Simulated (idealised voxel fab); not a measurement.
The process module presented herein is designated voxel air gaps.
For reference, the cross-section in this document is cut, with width 295 nm and square cells of 5 nm.
Cross-section, as written here: a square-cell grid given band by band from the top down, where a band holds one or more rows of cells.
Top, bottom (nm), then materials left to right with widths (nm); lone material tagged "full width" fills the whole band edge to edge; "blank" = empty space.
Height 0 is the level under which the wafer as received is all one material. The lowest band goes on downwards, as in "0 down".
The two numbers in a width such as "30..40" mark its ends across the band: the first belongs to the top row of cells, the second to the bottom row, and from each row to the next the width moves by the same amount.
Step marked "nothing was modified"? Then no cell in the cross-section changed in it.
Enclosed voids (no open way to top), threshold 8 cells or more, entry "Trapped voids", notation width x height at distance, distance from left edge, nm.
Past the settings on a step's line: simulator remark, on that step.
overlay nm: right-of-plan distance of the mask on a masked step; negative values mean left-of-plan.
### Steps in the process plan
1: RECEIVE with material Si
2: CONFORMAL_DEP with material SiO2, thk nm 10
3: CONFORMAL_DEP with material SiCN, thk nm 5
4: DIRECTIONAL_DEP with material SiO2, thk nm 40
5: DIRECTIONAL_DEP with material aC, thk nm 15
6: PATTERN with tone open, mask id LINES, material resist, width nm 25, pitch nm 50, thk nm 30, overlay nm -15
7: DIRECTIONAL_ETCH with etch materials aC, depth nm 15
8: STRIP with etch materials resist
9: DIRECTIONAL_ETCH with etch materials SiO2, depth nm 40
10: STRIP with etch materials aC
11: CONFORMAL_DEP with material TiN, thk nm 5
12: FILL_DEP with material Cu, thk nm 10
13: CMP with height nm 55
14: EPI with material Ru, thk nm 10
15: SELECTIVE_ETCH with etch materials SiO2, depth nm 50
16: CONFORMAL_DEP with material SiCN, thk nm 5
Across this set of wafers, the varied parameter is the overlay nm of step 6. Starting conditions are identical for every wafer, and the plan reports the value assigned to the first wafer.
### Received wafers, first of several: cross-section after step 1
	0 down | Si full width
	Trapped voids: none
### First of several wafers: cross-section at the end of the module, after step 16, its last step
	70 to 65 | blank (30) | SiCN (205) | blank (60)
	65 to 55 | blank (30) | SiCN (5) | Ru (45) | SiCN (5) | Ru (45) | SiCN (5) | Ru (45) | SiCN (5) | Ru (45) | SiCN (5) | blank (60)
	55 to 50 | blank (30) | SiCN (15) | TiN (5) | Cu (15) | TiN (5) | SiCN (25) | TiN (5) | Cu (15) | TiN (5) | SiCN (25) | TiN (5) | Cu (15) | TiN (5) | SiCN (25) | TiN (5) | Cu (15) | TiN (5) | SiCN (15) | blank (60)
	50 to 20 | blank (40) | SiCN (5) | TiN (5) | Cu (15) | TiN (5) | SiCN (5) | blank (15) | SiCN (5) | TiN (5) | Cu (15) | TiN (5) | SiCN (5) | blank (15) | SiCN (5) | TiN (5) | Cu (15) | TiN (5) | SiCN (5) | blank (15) | SiCN (5) | TiN (5) | Cu (15) | TiN (5) | SiCN (5) | blank (70)
	20 to 15 | SiCN (45) | TiN (25) | SiCN (25) | TiN (25) | SiCN (25) | TiN (25) | SiCN (25) | TiN (25) | SiCN (75)
	15 to 10 | SiCN full width
	10 to 0 | SiO2 full width
	0 down | Si full width
	Trapped voids: 15 x 30 at 75; 15 x 30 at 125; 15 x 30 at 175
### X-section, last wafer, module end
	70 to 65 | blank (60) | SiCN (205) | blank (30)
	65 to 55 | blank (60) | SiCN (5) | Ru (45) | SiCN (5) | Ru (45) | SiCN (5) | Ru (45) | SiCN (5) | Ru (45) | SiCN (5) | blank (30)
	55 to 50 | blank (60) | SiCN (15) | TiN (5) | Cu (15) | TiN (5) | SiCN (25) | TiN (5) | Cu (15) | TiN (5) | SiCN (25) | TiN (5) | Cu (15) | TiN (5) | SiCN (25) | TiN (5) | Cu (15) | TiN (5) | SiCN (15) | blank (30)
	50 to 20 | blank (70) | SiCN (5) | TiN (5) | Cu (15) | TiN (5) | SiCN (5) | blank (15) | SiCN (5) | TiN (5) | Cu (15) | TiN (5) | SiCN (5) | blank (15) | SiCN (5) | TiN (5) | Cu (15) | TiN (5) | SiCN (5) | blank (15) | SiCN (5) | TiN (5) | Cu (15) | TiN (5) | SiCN (5) | blank (40)
	20 to 15 | SiCN (75) | TiN (25) | SiCN (25) | TiN (25) | SiCN (25) | TiN (25) | SiCN (25) | TiN (25) | SiCN (45)
	15 to 10 | SiCN full width
	10 to 0 | SiO2 full width
	0 down | Si full width
	Trapped voids: 15 x 30 at 105; 15 x 30 at 155; 15 x 30 at 205
### Note: the following table is arranged by wafer, a row apiece. Each row reports the end-of-module state: per material, cells gained (+) or cells lost (-) compared with the wafer as received; closed voids follow
overlay nm -15, +84 Cu, +72 Ru, +218 SiCN, +118 SiO2, +76 TiN, Trapped voids: 15 x 30 at 75; 15 x 30 at 125; 15 x 30 at 175
overlay nm -10, +84 Cu, +72 Ru, +218 SiCN, +118 SiO2, +76 TiN, Trapped voids: 15 x 30 at 80; 15 x 30 at 130; 15 x 30 at 180
overlay nm -5, +84 Cu, +72 Ru, +218 SiCN, +118 SiO2, +76 TiN, Trapped voids: 15 x 30 at 85; 15 x 30 at 135; 15 x 30 at 185
overlay nm 0, +84 Cu, +72 Ru, +218 SiCN, +118 SiO2, +76 TiN, Trapped voids: 15 x 30 at 90; 15 x 30 at 140; 15 x 30 at 190
overlay nm 5, +84 Cu, +72 Ru, +218 SiCN, +118 SiO2, +76 TiN, Trapped voids: 15 x 30 at 95; 15 x 30 at 145; 15 x 30 at 195
overlay nm 10, +84 Cu, +72 Ru, +218 SiCN, +118 SiO2, +76 TiN, Trapped voids: 15 x 30 at 100; 15 x 30 at 150; 15 x 30 at 200
overlay nm 15, +84 Cu, +72 Ru, +218 SiCN, +118 SiO2, +76 TiN, Trapped voids: 15 x 30 at 105; 15 x 30 at 155; 15 x 30 at 205
